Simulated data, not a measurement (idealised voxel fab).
process module | voxel transistor to metal
cross-section cut | 300 nm wide | cells 5 nm
A cross-section is a grid of square cells, given in bands from the top down. A band is one or more rows of cells.
Each band's line starts with the height of the band's top and of its bottom, in nm. Then come its materials from left to right, each with its width in nm. One material with "throughout" fills the band from edge to edge. "air" is empty space.
Height 0 is the level under which the wafer as received is all one material. The lowest band goes on downwards, as in "0 down".
A width such as "30 to 40" changes by the same amount from each row of cells to the next, from the band's top row to its bottom row.
"no change" after a step means that no cell of the cross-section changed.
closed voids: empty space of 8 cells or more with no open way to the top, each as width x height at its distance from the left edge, in nm
after a step's settings: what the simulator itself notes on the step
overlay nm, on a step with a mask: how far to the right of its planned place the mask lay; to the left if negative
Each pair below shows a cross-section before one step and the cross-section after it, down to the lowest band that changed. The line under each pair gives the step between them, with its settings. The pairs can come from different runs of this module on the same starting wafer, so a pair continues from the pair above only where its "before" says so.
before
  0 down: Si throughout
  closed voids: none
after
  0 to -5: SiO2 throughout
  below -5: unchanged
  closed voids: none
the step between: op OXIDIZE | depth nm 5
before: the cross-section after the pair above
after
  10 to 0: SiN throughout
  below 0: unchanged
  closed voids: none
the step between: op CONFORMAL_DEP | material SiN | thk nm 10
before: the cross-section after the pair above
after
  10 to 0: air 30 | SiN 105 | air 25 | SiN 105 | air 35
  below 0: unchanged
  closed voids: none
the step between: op MASKED_ETCH | tone cover | mask id ACTIVE | width nm 105 | pitch nm 130 | etch materials SiN | depth nm 10 | overlay nm 0
before: the cross-section after the pair above
after
  10 to 0: air 30 | SiN 105 | air 25 | SiN 105 | air 35
  0 to -5: air 30 | SiO2 105 | air 25 | SiO2 105 | air 35
  below -5: unchanged
  closed voids: none
the step between: op MASKED_ETCH | tone cover | mask id ACTIVE | width nm 105 | pitch nm 130 | etch materials SiO2 | depth nm 5 | overlay nm 0
before: the cross-section after the pair above
after
  10 to 0: air 30 | SiN 105 | air 25 | SiN 105 | air 35
  0 to -5: air 30 | SiO2 105 | air 25 | SiO2 105 | air 35
  -5 to -35: air 30 | Si 105 | air 25 | Si 105 | air 35
  below -35: unchanged
  closed voids: none
the step between: op MASKED_ETCH | tone cover | mask id ACTIVE | width nm 105 | pitch nm 130 | etch materials Si | depth nm 30 | overlay nm 0
before: the cross-section after the pair above
after
  25 to 10: SiO2 throughout
  10 to 0: SiO2 30 | SiN 105 | SiO2 25 | SiN 105 | SiO2 35
  0 to -5: SiO2 throughout
  -5 to -35: SiO2 30 | Si 105 | SiO2 25 | Si 105 | SiO2 35
  below -35: unchanged
  closed voids: none
the step between: op FILL_DEP | material SiO2 | thk nm 15
before: the cross-section after the pair above
after
  10 to 0: SiO2 30 | SiN 105 | SiO2 25 | SiN 105 | SiO2 35
  below 0: unchanged
  closed voids: none
the step between: op CMP | height nm 10
before: the cross-section after the pair above
after
  10 to 5: air 30 | SiN 105 | air 25 | SiN 105 | air 35
  below 5: unchanged
  closed voids: none
the step between: op SELECTIVE_ETCH | etch materials SiO2 | depth nm 5
before: the cross-section after the pair above
after
  5 to 0: SiO2 30 | air 105 | SiO2 25 | air 105 | SiO2 35
  below 0: unchanged
  closed voids: none
the step between: op STRIP | etch materials SiN
before: the cross-section after the pair above
after
  0 to -5: SiO2 25 | air 115 | SiO2 15 | air 115 | SiO2 30
  below -5: unchanged
  closed voids: none
the step between: op SELECTIVE_ETCH | etch materials SiO2 | depth nm 5
before: the cross-section after the pair above
after
  0 to -5: SiO2 25 | air 115 | SiO2 15 | air 115 | SiO2 30
  -5 to -10: SiO2 throughout
  below -10: unchanged
  closed voids: none
the step between: op OXIDIZE | depth nm 5
before: the cross-section after the pair above
after
  30 to 25: polySi 25 | air 115 | polySi 15 | air 115 | polySi 30
  25 to 0: polySi throughout
  0 to -5: SiO2 25 | polySi 115 | SiO2 15 | polySi 115 | SiO2 30
  below -5: unchanged
  closed voids: none
the step between: op DIRECTIONAL_DEP | material polySi | thk nm 30
before: the cross-section after the pair above
after
  45 to 40: SiCN 25 | air 115 | SiCN 15 | air 115 | SiCN 30
  40 to 30: SiCN throughout
  30 to 25: polySi 25 | SiCN 115 | polySi 15 | SiCN 115 | polySi 30
  below 25: unchanged
  closed voids: none
the step between: op DIRECTIONAL_DEP | material SiCN | thk nm 15
before: the cross-section after the pair above
after
  40 to 30: air 75 | SiCN 15 | air 115 | SiCN 15 | air 80
  30 to 25: polySi 25 | air 50 | SiCN 15 | air 50 | polySi 15 | air 50 | SiCN 15 | air 50 | polySi 30
  below 25: unchanged
  closed voids: none
the step between: op MASKED_ETCH | tone cover | mask id GATE | width nm 15 | pitch nm 130 | etch materials SiCN | depth nm 25 | overlay nm 0
before: the cross-section after the pair above
after
  40 to 25: air 75 | SiCN 15 | air 115 | SiCN 15 | air 80
  25 to 0: air 75 | polySi 15 | air 115 | polySi 15 | air 80
  0 to -5: SiO2 25 | air 50 | polySi 15 | air 50 | SiO2 15 | air 50 | polySi 15 | air 50 | SiO2 30
  below -5: unchanged
  closed voids: none
the step between: op MASKED_ETCH | tone cover | mask id GATE | width nm 15 | pitch nm 130 | etch materials polySi | depth nm 40 | overlay nm 0
before: the cross-section after the pair above
after
  50 to 40: air 65 | SiN 35 | air 95 | SiN 35 | air 70
  40 to 25: air 65 | SiN 10 | SiCN 15 | SiN 10 | air 95 | SiN 10 | SiCN 15 | SiN 10 | air 70
  25 to 10: air 65 | SiN 10 | polySi 15 | SiN 10 | air 95 | SiN 10 | polySi 15 | SiN 10 | air 70
  10 to 5: SiN 35 | air 30 | SiN 10 | polySi 15 | SiN 10 | air 30 | SiN 35 | air 30 | SiN 10 | polySi 15 | SiN 10 | air 30 | SiN 40
  5 to 0: SiN 75 | polySi 15 | SiN 115 | polySi 15 | SiN 80
  0 to -5: SiO2 25 | SiN 50 | polySi 15 | SiN 50 | SiO2 15 | SiN 50 | polySi 15 | SiN 50 | SiO2 30
  below -5: unchanged
  closed voids: none
the step between: op CONFORMAL_DEP | material SiN | thk nm 10
before: the cross-section after the pair above
after
  40 to 25: air 65 | SiN 10 | SiCN 15 | SiN 10 | air 95 | SiN 10 | SiCN 15 | SiN 10 | air 70
  25 to 0: air 65 | SiN 10 | polySi 15 | SiN 10 | air 95 | SiN 10 | polySi 15 | SiN 10 | air 70
  0 to -5: SiO2 25 | SiN 10 | air 30 | SiN 10 | polySi 15 | SiN 10 | air 30 | SiN 10 | SiO2 15 | SiN 10 | air 30 | SiN 10 | polySi 15 | SiN 10 | air 30 | SiN 10 | SiO2 30
  below -5: unchanged
  closed voids: none
the step between: op DIRECTIONAL_ETCH | etch materials SiN | depth nm 10
before: the cross-section after the pair above
after
  40 to 25: air 65 | SiN 10 | SiCN 15 | SiN 10 | air 95 | SiN 10 | SiCN 15 | SiN 10 | air 70
  25 to 0: air 65 | SiN 10 | polySi 15 | SiN 10 | air 95 | SiN 10 | polySi 15 | SiN 10 | air 70
  0 to -5: air 25 | SiN 10 | air 30 | SiN 10 | polySi 15 | SiN 10 | air 30 | SiN 10 | air 15 | SiN 10 | air 30 | SiN 10 | polySi 15 | SiN 10 | air 30 | SiN 10 | air 30
  -5 to -10: SiO2 35 | air 30 | SiO2 35 | air 30 | SiO2 35 | air 30 | SiO2 35 | air 30 | SiO2 40
  below -10: unchanged
  closed voids: none
the step between: op DIRECTIONAL_ETCH | etch materials SiO2 | depth nm 5
before: the cross-section after the pair above
after
  40 to 25: air 65 | SiN 10 | SiCN 15 | SiN 10 | air 95 | SiN 10 | SiCN 15 | SiN 10 | air 70
  25 to 0: air 65 | SiN 10 | polySi 15 | SiN 10 | air 95 | SiN 10 | polySi 15 | SiN 10 | air 70
  0 to -5: air 25 | SiN 10 | air 30 | SiN 10 | polySi 15 | SiN 10 | air 30 | SiN 10 | air 15 | SiN 10 | air 30 | SiN 10 | polySi 15 | SiN 10 | air 30 | SiN 10 | air 30
  -5 to -10: SiO2 35 | SiGe 30 | SiO2 35 | SiGe 30 | SiO2 35 | SiGe 30 | SiO2 35 | SiGe 30 | SiO2 40
  below -10: unchanged
  closed voids: none
the step between: op EPI | material SiGe | thk nm 5
before: the cross-section after the pair above
after
  45 to 40: SiO2 throughout
  40 to 25: SiO2 65 | SiN 10 | SiCN 15 | SiN 10 | SiO2 95 | SiN 10 | SiCN 15 | SiN 10 | SiO2 70
  25 to 0: SiO2 65 | SiN 10 | polySi 15 | SiN 10 | SiO2 95 | SiN 10 | polySi 15 | SiN 10 | SiO2 70
  0 to -5: SiO2 25 | SiN 10 | SiO2 30 | SiN 10 | polySi 15 | SiN 10 | SiO2 30 | SiN 10 | SiO2 15 | SiN 10 | SiO2 30 | SiN 10 | polySi 15 | SiN 10 | SiO2 30 | SiN 10 | SiO2 30
  below -5: unchanged
  closed voids: none
the step between: op FILL_DEP | material SiO2 | thk nm 5
before: the cross-section after the pair above
after
  40 to 25: SiO2 65 | SiN 10 | SiCN 15 | SiN 10 | SiO2 95 | SiN 10 | SiCN 15 | SiN 10 | SiO2 70
  below 25: unchanged
  closed voids: none
the step between: op CMP | height nm 40
before: the cross-section after the pair above
after
  50 to 40: SiO2 throughout
  below 40: unchanged
  closed voids: none
the step between: op DIRECTIONAL_DEP | material SiO2 | thk nm 10
before: the cross-section after the pair above
after
  60 to 50: aC throughout
  below 50: unchanged
  closed voids: none
the step between: op DIRECTIONAL_DEP | material aC | thk nm 10
before: the cross-section after the pair above
after
  85 to 60: resist 40 | air 30 | resist 25 | air 30 | resist 45 | air 30 | resist 25 | air 30 | resist 45
  below 60: unchanged
  closed voids: none
the step between: op PATTERN | tone open | mask id CONTACT | material resist | width nm 30 | thk nm 25 | overlay nm 0
before: the cross-section after the pair above
after
  75 to 60: resist 40 | air 30 | resist 25 | air 30 | resist 45 | air 30 | resist 25 | air 30 | resist 45
  60 to 50: aC 40 | air 30 | aC 25 | air 30 | aC 45 | air 30 | aC 25 | air 30 | aC 45
  below 50: unchanged
  closed voids: none
the step between: op DIRECTIONAL_ETCH | etch materials aC | depth nm 10
before: the cross-section after the pair above
after
  60 to 50: aC 40 | air 30 | aC 25 | air 30 | aC 45 | air 30 | aC 25 | air 30 | aC 45
  below 50: unchanged
  closed voids: none
the step between: op STRIP | etch materials resist
before: the cross-section after the pair above
after
  60 to 50: aC 40 | air 30 | aC 25 | air 30 | aC 45 | air 30 | aC 25 | air 30 | aC 45
  50 to 40: SiO2 40 | air 30 | SiO2 25 | air 30 | SiO2 45 | air 30 | SiO2 25 | air 30 | SiO2 45
  40 to 25: SiO2 40 | air 25 | SiN 10 | SiCN 15 | SiN 10 | air 25 | SiO2 45 | air 25 | SiN 10 | SiCN 15 | SiN 10 | air 25 | SiO2 45
  25 to 0: SiO2 40 | air 25 | SiN 10 | polySi 15 | SiN 10 | air 25 | SiO2 45 | air 25 | SiN 10 | polySi 15 | SiN 10 | air 25 | SiO2 45
  0 to -5: SiO2 25 | SiN 10 | SiO2 5 | air 25 | SiN 10 | polySi 15 | SiN 10 | air 25 | SiO2 5 | SiN 10 | SiO2 15 | SiN 10 | SiO2 5 | air 25 | SiN 10 | polySi 15 | SiN 10 | air 25 | SiO2 5 | SiN 10 | SiO2 30
  below -5: unchanged
  closed voids: none
the step between: op DIRECTIONAL_ETCH | etch materials SiO2 | depth nm 55
before: the cross-section after the pair above
after
  50 to 40: SiO2 40 | air 30 | SiO2 25 | air 30 | SiO2 45 | air 30 | SiO2 25 | air 30 | SiO2 45
  below 40: unchanged
  closed voids: none
the step between: op STRIP | etch materials aC
before: the cross-section after the pair above
after
  55 to 50: TiN 45 | air 20 | TiN 35 | air 20 | TiN 55 | air 20 | TiN 35 | air 20 | TiN 50
  50 to 40: SiO2 40 | TiN 5 | air 20 to 15 | TiN 5 to 10 | SiO2 25 | TiN 5 to 10 | air 20 to 15 | TiN 5 | SiO2 45 | TiN 5 | air 20 to 15 | TiN 5 to 10 | SiO2 25 | TiN 5 to 10 | air 20 to 15 | TiN 5 | SiO2 45
  40 to 25: SiO2 40 | TiN 5 | air 15 | TiN 5 | SiN 10 | SiCN 15 | SiN 10 | TiN 5 | air 15 | TiN 5 | SiO2 45 | TiN 5 | air 15 | TiN 5 | SiN 10 | SiCN 15 | SiN 10 | TiN 5 | air 15 | TiN 5 | SiO2 45
  25 to 0: SiO2 40 | TiN 5 | air 15 | TiN 5 | SiN 10 | polySi 15 | SiN 10 | TiN 5 | air 15 | TiN 5 | SiO2 45 | TiN 5 | air 15 | TiN 5 | SiN 10 | polySi 15 | SiN 10 | TiN 5 | air 15 | TiN 5 | SiO2 45
  0 to -5: SiO2 25 | SiN 10 | SiO2 5 | TiN 25 | SiN 10 | polySi 15 | SiN 10 | TiN 25 | SiO2 5 | SiN 10 | SiO2 15 | SiN 10 | SiO2 5 | TiN 25 | SiN 10 | polySi 15 | SiN 10 | TiN 25 | SiO2 5 | SiN 10 | SiO2 30
  below -5: unchanged
  closed voids: none
the step between: op CONFORMAL_DEP | material TiN | thk nm 5
before: the cross-section after the pair above
after
  60 to 55: W throughout
  55 to 50: TiN 45 | W 20 | TiN 35 | W 20 | TiN 55 | W 20 | TiN 35 | W 20 | TiN 50
  50 to 40: SiO2 40 | TiN 5 | W 20 to 15 | TiN 5 to 10 | SiO2 25 | TiN 5 to 10 | W 20 to 15 | TiN 5 | SiO2 45 | TiN 5 | W 20 to 15 | TiN 5 to 10 | SiO2 25 | TiN 5 to 10 | W 20 to 15 | TiN 5 | SiO2 45
  40 to 25: SiO2 40 | TiN 5 | W 15 | TiN 5 | SiN 10 | SiCN 15 | SiN 10 | TiN 5 | W 15 | TiN 5 | SiO2 45 | TiN 5 | W 15 | TiN 5 | SiN 10 | SiCN 15 | SiN 10 | TiN 5 | W 15 | TiN 5 | SiO2 45
  25 to 0: SiO2 40 | TiN 5 | W 15 | TiN 5 | SiN 10 | polySi 15 | SiN 10 | TiN 5 | W 15 | TiN 5 | SiO2 45 | TiN 5 | W 15 | TiN 5 | SiN 10 | polySi 15 | SiN 10 | TiN 5 | W 15 | TiN 5 | SiO2 45
  below 0: unchanged
  closed voids: none
the step between: op FILL_DEP | material W | thk nm 5
before: the cross-section after the pair above
after
  50 to 40: SiO2 40 | TiN 5 | W 20 to 15 | TiN 5 to 10 | SiO2 25 | TiN 5 to 10 | W 20 to 15 | TiN 5 | SiO2 45 | TiN 5 | W 20 to 15 | TiN 5 to 10 | SiO2 25 | TiN 5 to 10 | W 20 to 15 | TiN 5 | SiO2 45
  below 40: unchanged
  closed voids: none
the step between: op CMP | height nm 50
before: the cross-section after the pair above
after
  55 to 50: SiN throughout
  below 50: unchanged
  closed voids: none
the step between: op CONFORMAL_DEP | material SiN | thk nm 5
before: the cross-section after the pair above
after
  80 to 55: lowk throughout
  below 55: unchanged
  closed voids: none
the step between: op DIRECTIONAL_DEP | material lowk | thk nm 25
before: the cross-section after the pair above
after
  95 to 80: aC throughout
  below 80: unchanged
  closed voids: none
the step between: op DIRECTIONAL_DEP | material aC | thk nm 15
before: the cross-section after the pair above
after
  130 to 95: resist 40 | air 20 | resist 45 | air 20 | resist 45 | air 20 | resist 45 | air 20 | resist 45
  below 95: unchanged
  closed voids: none
the step between: op PATTERN | tone open | mask id METAL_1 | material resist | width nm 20 | pitch nm 65 | thk nm 35 | overlay nm 0
before: the cross-section after the pair above
after
  115 to 95: resist 40 | air 20 | resist 45 | air 20 | resist 45 | air 20 | resist 45 | air 20 | resist 45
  95 to 80: aC 40 | air 20 | aC 45 | air 20 | aC 45 | air 20 | aC 45 | air 20 | aC 45
  below 80: unchanged
  closed voids: none
the step between: op DIRECTIONAL_ETCH | etch materials aC | depth nm 15
before: the cross-section after the pair above
after
  95 to 80: aC 40 | air 20 | aC 45 | air 20 | aC 45 | air 20 | aC 45 | air 20 | aC 45
  below 80: unchanged
  closed voids: none
the step between: op STRIP | etch materials resist
before: the cross-section after the pair above
after
  95 to 80: aC 40 | air 20 | aC 45 | air 20 | aC 45 | air 20 | aC 45 | air 20 | aC 45
  80 to 55: lowk 40 | air 20 | lowk 45 | air 20 | lowk 45 | air 20 | lowk 45 | air 20 | lowk 45
  below 55: unchanged
  closed voids: none
the step between: op DIRECTIONAL_ETCH | etch materials lowk | depth nm 25
before: the cross-section after the pair above
after
  95 to 80: aC 40 | air 20 | aC 45 | air 20 | aC 45 | air 20 | aC 45 | air 20 | aC 45
  80 to 55: lowk 40 | air 20 | lowk 45 | air 20 | lowk 45 | air 20 | lowk 45 | air 20 | lowk 45
  55 to 50: SiN 40 | air 20 | SiN 45 | air 20 | SiN 45 | air 20 | SiN 45 | air 20 | SiN 45
  below 50: unchanged
  closed voids: none
the step between: op DIRECTIONAL_ETCH | etch materials SiN | depth nm 5
before: the cross-section after the pair above
after
  80 to 55: lowk 40 | air 20 | lowk 45 | air 20 | lowk 45 | air 20 | lowk 45 | air 20 | lowk 45
  below 55: unchanged
  closed voids: none
the step between: op STRIP | etch materials aC
before: the cross-section after the pair above
after
  85 to 80: TiN 45 | air 10 | TiN 55 | air 10 | TiN 55 | air 10 | TiN 55 | air 10 | TiN 50
  80 to 55: lowk 40 | TiN 5 | air 10 | TiN 5 | lowk 45 | TiN 5 | air 10 | TiN 5 | lowk 45 | TiN 5 | air 10 | TiN 5 | lowk 45 | TiN 5 | air 10 | TiN 5 | lowk 45
  55 to 50: SiN 40 | TiN 20 | SiN 45 | TiN 20 | SiN 45 | TiN 20 | SiN 45 | TiN 20 | SiN 45
  below 50: unchanged
  closed voids: none
the step between: op CONFORMAL_DEP | material TiN | thk nm 5
before: the cross-section after the pair above
after
  95 to 85: Ru throughout
  85 to 80: TiN 45 | Ru 10 | TiN 55 | Ru 10 | TiN 55 | Ru 10 | TiN 55 | Ru 10 | TiN 50
  80 to 55: lowk 40 | TiN 5 | Ru 10 | TiN 5 | lowk 45 | TiN 5 | Ru 10 | TiN 5 | lowk 45 | TiN 5 | Ru 10 | TiN 5 | lowk 45 | TiN 5 | Ru 10 | TiN 5 | lowk 45
  below 55: unchanged
  closed voids: none
the step between: op FILL_DEP | material Ru | thk nm 10
before: the cross-section after the pair above
after
  80 to 55: lowk 40 | TiN 5 | Ru 10 | TiN 5 | lowk 45 | TiN 5 | Ru 10 | TiN 5 | lowk 45 | TiN 5 | Ru 10 | TiN 5 | lowk 45 | TiN 5 | Ru 10 | TiN 5 | lowk 45
  below 55: unchanged
  closed voids: none
the step between: op CMP | height nm 80
before: the cross-section after the pair above
after
  85 to 80: air 35 | Ru 30 | air 35 | Ru 30 | air 35 | Ru 30 | air 35 | Ru 30 | air 40
  below 80: unchanged
  closed voids: none
the step between: op EPI | material Ru | thk nm 5
before: the cross-section after the pair above
after
  90 to 85: SiCN throughout
  85 to 80: SiCN 35 | Ru 30 | SiCN 35 | Ru 30 | SiCN 35 | Ru 30 | SiCN 35 | Ru 30 | SiCN 40
  below 80: unchanged
  closed voids: none
the step between: op FILL_DEP | material SiCN | thk nm 5
before
  10 to 0: air 30 | SiN 105 | air 25 | SiN 105 | air 35
  0 to -5: air 30 | SiO2 105 | air 25 | SiO2 105 | air 35
  -5 to -35: air 30 | Si 105 | air 25 | Si 105 | air 35
  -35 down: Si throughout
  closed voids: none
after
  10 to 0: air 30 | SiN 105 | air 25 | SiN 105 | air 35
  0 to -5: air 30 | SiO2 105 | air 25 | SiO2 105 | air 35
  -5 to -65: air 30 | Si 105 | air 25 | Si 105 | air 35
  below -65: unchanged
  closed voids: none
the step between: op MASKED_ETCH | tone cover | mask id ACTIVE | width nm 105 | pitch nm 130 | etch materials Si | depth nm 30 | overlay nm 0
before: the cross-section after the pair above
after
  25 to 10: SiO2 throughout
  10 to 0: SiO2 30 | SiN 105 | SiO2 25 | SiN 105 | SiO2 35
  0 to -5: SiO2 throughout
  -5 to -65: SiO2 30 | Si 105 | SiO2 25 | Si 105 | SiO2 35
  below -65: unchanged
  closed voids: none
the step between: op FILL_DEP | material SiO2 | thk nm 15
before: the cross-section after the pair above
after
  10 to 0: SiO2 30 | SiN 105 | SiO2 25 | SiN 105 | SiO2 35
  below 0: unchanged
  closed voids: none
the step between: op CMP | height nm 10
before: the cross-section after the pair above
after
  10 to 5: air 30 | SiN 105 | air 25 | SiN 105 | air 35
  below 5: unchanged
  closed voids: none
the step between: op SELECTIVE_ETCH | etch materials SiO2 | depth nm 5
before: the cross-section after the pair above
after
  5 to 0: SiO2 30 | air 105 | SiO2 25 | air 105 | SiO2 35
  below 0: unchanged
  closed voids: none
the step between: op STRIP | etch materials SiN
before: the cross-section after the pair above
after
  0 to -5: SiO2 25 | air 115 | SiO2 15 | air 115 | SiO2 30
  below -5: unchanged
  closed voids: none
the step between: op SELECTIVE_ETCH | etch materials SiO2 | depth nm 5
before: the cross-section after the pair above
after
  0 to -5: SiO2 25 | air 115 | SiO2 15 | air 115 | SiO2 30
  -5 to -10: SiO2 throughout
  below -10: unchanged
  closed voids: none
the step between: op OXIDIZE | depth nm 5
before: the cross-section after the pair above
after
  30 to 25: polySi 25 | air 115 | polySi 15 | air 115 | polySi 30
  25 to 0: polySi throughout
  0 to -5: SiO2 25 | polySi 115 | SiO2 15 | polySi 115 | SiO2 30
  below -5: unchanged
  closed voids: none
the step between: op DIRECTIONAL_DEP | material polySi | thk nm 30
before: the cross-section after the pair above
after
  45 to 40: SiCN 25 | air 115 | SiCN 15 | air 115 | SiCN 30
  40 to 30: SiCN throughout
  30 to 25: polySi 25 | SiCN 115 | polySi 15 | SiCN 115 | polySi 30
  below 25: unchanged
  closed voids: none
the step between: op DIRECTIONAL_DEP | material SiCN | thk nm 15
before: the cross-section after the pair above
after
  40 to 30: air 75 | SiCN 15 | air 115 | SiCN 15 | air 80
  30 to 25: polySi 25 | air 50 | SiCN 15 | air 50 | polySi 15 | air 50 | SiCN 15 | air 50 | polySi 30
  below 25: unchanged
  closed voids: none
the step between: op MASKED_ETCH | tone cover | mask id GATE | width nm 15 | pitch nm 130 | etch materials SiCN | depth nm 25 | overlay nm 0
before: the cross-section after the pair above
after
  40 to 25: air 75 | SiCN 15 | air 115 | SiCN 15 | air 80
  25 to 0: air 75 | polySi 15 | air 115 | polySi 15 | air 80
  0 to -5: SiO2 25 | air 50 | polySi 15 | air 50 | SiO2 15 | air 50 | polySi 15 | air 50 | SiO2 30
  below -5: unchanged
  closed voids: none
the step between: op MASKED_ETCH | tone cover | mask id GATE | width nm 15 | pitch nm 130 | etch materials polySi | depth nm 40 | overlay nm 0
before: the cross-section after the pair above
after
  50 to 40: air 65 | SiN 35 | air 95 | SiN 35 | air 70
  40 to 25: air 65 | SiN 10 | SiCN 15 | SiN 10 | air 95 | SiN 10 | SiCN 15 | SiN 10 | air 70
  25 to 10: air 65 | SiN 10 | polySi 15 | SiN 10 | air 95 | SiN 10 | polySi 15 | SiN 10 | air 70
  10 to 5: SiN 35 | air 30 | SiN 10 | polySi 15 | SiN 10 | air 30 | SiN 35 | air 30 | SiN 10 | polySi 15 | SiN 10 | air 30 | SiN 40
  5 to 0: SiN 75 | polySi 15 | SiN 115 | polySi 15 | SiN 80
  0 to -5: SiO2 25 | SiN 50 | polySi 15 | SiN 50 | SiO2 15 | SiN 50 | polySi 15 | SiN 50 | SiO2 30
  below -5: unchanged
  closed voids: none
the step between: op CONFORMAL_DEP | material SiN | thk nm 10
before: the cross-section after the pair above
after
  40 to 25: air 65 | SiN 10 | SiCN 15 | SiN 10 | air 95 | SiN 10 | SiCN 15 | SiN 10 | air 70
  25 to 0: air 65 | SiN 10 | polySi 15 | SiN 10 | air 95 | SiN 10 | polySi 15 | SiN 10 | air 70
  0 to -5: SiO2 25 | SiN 10 | air 30 | SiN 10 | polySi 15 | SiN 10 | air 30 | SiN 10 | SiO2 15 | SiN 10 | air 30 | SiN 10 | polySi 15 | SiN 10 | air 30 | SiN 10 | SiO2 30
  below -5: unchanged
  closed voids: none
the step between: op DIRECTIONAL_ETCH | etch materials SiN | depth nm 10
before: the cross-section after the pair above
after
  40 to 25: air 65 | SiN 10 | SiCN 15 | SiN 10 | air 95 | SiN 10 | SiCN 15 | SiN 10 | air 70
  25 to 0: air 65 | SiN 10 | polySi 15 | SiN 10 | air 95 | SiN 10 | polySi 15 | SiN 10 | air 70
  0 to -5: air 25 | SiN 10 | air 30 | SiN 10 | polySi 15 | SiN 10 | air 30 | SiN 10 | air 15 | SiN 10 | air 30 | SiN 10 | polySi 15 | SiN 10 | air 30 | SiN 10 | air 30
  -5 to -10: SiO2 35 | air 30 | SiO2 35 | air 30 | SiO2 35 | air 30 | SiO2 35 | air 30 | SiO2 40
  below -10: unchanged
  closed voids: none
the step between: op DIRECTIONAL_ETCH | etch materials SiO2 | depth nm 5
before: the cross-section after the pair above
after
  40 to 25: air 65 | SiN 10 | SiCN 15 | SiN 10 | air 95 | SiN 10 | SiCN 15 | SiN 10 | air 70
  25 to 0: air 65 | SiN 10 | polySi 15 | SiN 10 | air 95 | SiN 10 | polySi 15 | SiN 10 | air 70
  0 to -5: air 25 | SiN 10 | air 30 | SiN 10 | polySi 15 | SiN 10 | air 30 | SiN 10 | air 15 | SiN 10 | air 30 | SiN 10 | polySi 15 | SiN 10 | air 30 | SiN 10 | air 30
  -5 to -10: SiO2 35 | SiGe 30 | SiO2 35 | SiGe 30 | SiO2 35 | SiGe 30 | SiO2 35 | SiGe 30 | SiO2 40
  below -10: unchanged
  closed voids: none
the step between: op EPI | material SiGe | thk nm 5
before: the cross-section after the pair above
after
  45 to 40: SiO2 throughout
  40 to 25: SiO2 65 | SiN 10 | SiCN 15 | SiN 10 | SiO2 95 | SiN 10 | SiCN 15 | SiN 10 | SiO2 70
  25 to 0: SiO2 65 | SiN 10 | polySi 15 | SiN 10 | SiO2 95 | SiN 10 | polySi 15 | SiN 10 | SiO2 70
  0 to -5: SiO2 25 | SiN 10 | SiO2 30 | SiN 10 | polySi 15 | SiN 10 | SiO2 30 | SiN 10 | SiO2 15 | SiN 10 | SiO2 30 | SiN 10 | polySi 15 | SiN 10 | SiO2 30 | SiN 10 | SiO2 30
  below -5: unchanged
  closed voids: none
the step between: op FILL_DEP | material SiO2 | thk nm 5
before: the cross-section after the pair above
after
  40 to 25: SiO2 65 | SiN 10 | SiCN 15 | SiN 10 | SiO2 95 | SiN 10 | SiCN 15 | SiN 10 | SiO2 70
  below 25: unchanged
  closed voids: none
the step between: op CMP | height nm 40
before: the cross-section after the pair above
after
  50 to 40: SiO2 throughout
  below 40: unchanged
  closed voids: none
the step between: op DIRECTIONAL_DEP | material SiO2 | thk nm 10
before: the cross-section after the pair above
after
  60 to 50: aC throughout
  below 50: unchanged
  closed voids: none
the step between: op DIRECTIONAL_DEP | material aC | thk nm 10
before: the cross-section after the pair above
after
  85 to 60: resist 40 | air 30 | resist 25 | air 30 | resist 45 | air 30 | resist 25 | air 30 | resist 45
  below 60: unchanged
  closed voids: none
the step between: op PATTERN | tone open | mask id CONTACT | material resist | width nm 30 | thk nm 25 | overlay nm 0
before: the cross-section after the pair above
after
  75 to 60: resist 40 | air 30 | resist 25 | air 30 | resist 45 | air 30 | resist 25 | air 30 | resist 45
  60 to 50: aC 40 | air 30 | aC 25 | air 30 | aC 45 | air 30 | aC 25 | air 30 | aC 45
  below 50: unchanged
  closed voids: none
the step between: op DIRECTIONAL_ETCH | etch materials aC | depth nm 10
before: the cross-section after the pair above
after
  60 to 50: aC 40 | air 30 | aC 25 | air 30 | aC 45 | air 30 | aC 25 | air 30 | aC 45
  below 50: unchanged
  closed voids: none
the step between: op STRIP | etch materials resist
before: the cross-section after the pair above
after
  60 to 50: aC 40 | air 30 | aC 25 | air 30 | aC 45 | air 30 | aC 25 | air 30 | aC 45
  50 to 40: SiO2 40 | air 30 | SiO2 25 | air 30 | SiO2 45 | air 30 | SiO2 25 | air 30 | SiO2 45
  40 to 25: SiO2 40 | air 25 | SiN 10 | SiCN 15 | SiN 10 | air 25 | SiO2 45 | air 25 | SiN 10 | SiCN 15 | SiN 10 | air 25 | SiO2 45
  25 to 0: SiO2 40 | air 25 | SiN 10 | polySi 15 | SiN 10 | air 25 | SiO2 45 | air 25 | SiN 10 | polySi 15 | SiN 10 | air 25 | SiO2 45
  0 to -5: SiO2 25 | SiN 10 | SiO2 5 | air 25 | SiN 10 | polySi 15 | SiN 10 | air 25 | SiO2 5 | SiN 10 | SiO2 15 | SiN 10 | SiO2 5 | air 25 | SiN 10 | polySi 15 | SiN 10 | air 25 | SiO2 5 | SiN 10 | SiO2 30
  below -5: unchanged
  closed voids: none
the step between: op DIRECTIONAL_ETCH | etch materials SiO2 | depth nm 55
before: the cross-section after the pair above
after
  50 to 40: SiO2 40 | air 30 | SiO2 25 | air 30 | SiO2 45 | air 30 | SiO2 25 | air 30 | SiO2 45
  below 40: unchanged
  closed voids: none
the step between: op STRIP | etch materials aC
before: the cross-section after the pair above
after
  55 to 50: TiN 45 | air 20 | TiN 35 | air 20 | TiN 55 | air 20 | TiN 35 | air 20 | TiN 50
  50 to 40: SiO2 40 | TiN 5 | air 20 to 15 | TiN 5 to 10 | SiO2 25 | TiN 5 to 10 | air 20 to 15 | TiN 5 | SiO2 45 | TiN 5 | air 20 to 15 | TiN 5 to 10 | SiO2 25 | TiN 5 to 10 | air 20 to 15 | TiN 5 | SiO2 45
  40 to 25: SiO2 40 | TiN 5 | air 15 | TiN 5 | SiN 10 | SiCN 15 | SiN 10 | TiN 5 | air 15 | TiN 5 | SiO2 45 | TiN 5 | air 15 | TiN 5 | SiN 10 | SiCN 15 | SiN 10 | TiN 5 | air 15 | TiN 5 | SiO2 45
  25 to 0: SiO2 40 | TiN 5 | air 15 | TiN 5 | SiN 10 | polySi 15 | SiN 10 | TiN 5 | air 15 | TiN 5 | SiO2 45 | TiN 5 | air 15 | TiN 5 | SiN 10 | polySi 15 | SiN 10 | TiN 5 | air 15 | TiN 5 | SiO2 45
  0 to -5: SiO2 25 | SiN 10 | SiO2 5 | TiN 25 | SiN 10 | polySi 15 | SiN 10 | TiN 25 | SiO2 5 | SiN 10 | SiO2 15 | SiN 10 | SiO2 5 | TiN 25 | SiN 10 | polySi 15 | SiN 10 | TiN 25 | SiO2 5 | SiN 10 | SiO2 30
  below -5: unchanged
  closed voids: none
the step between: op CONFORMAL_DEP | material TiN | thk nm 5
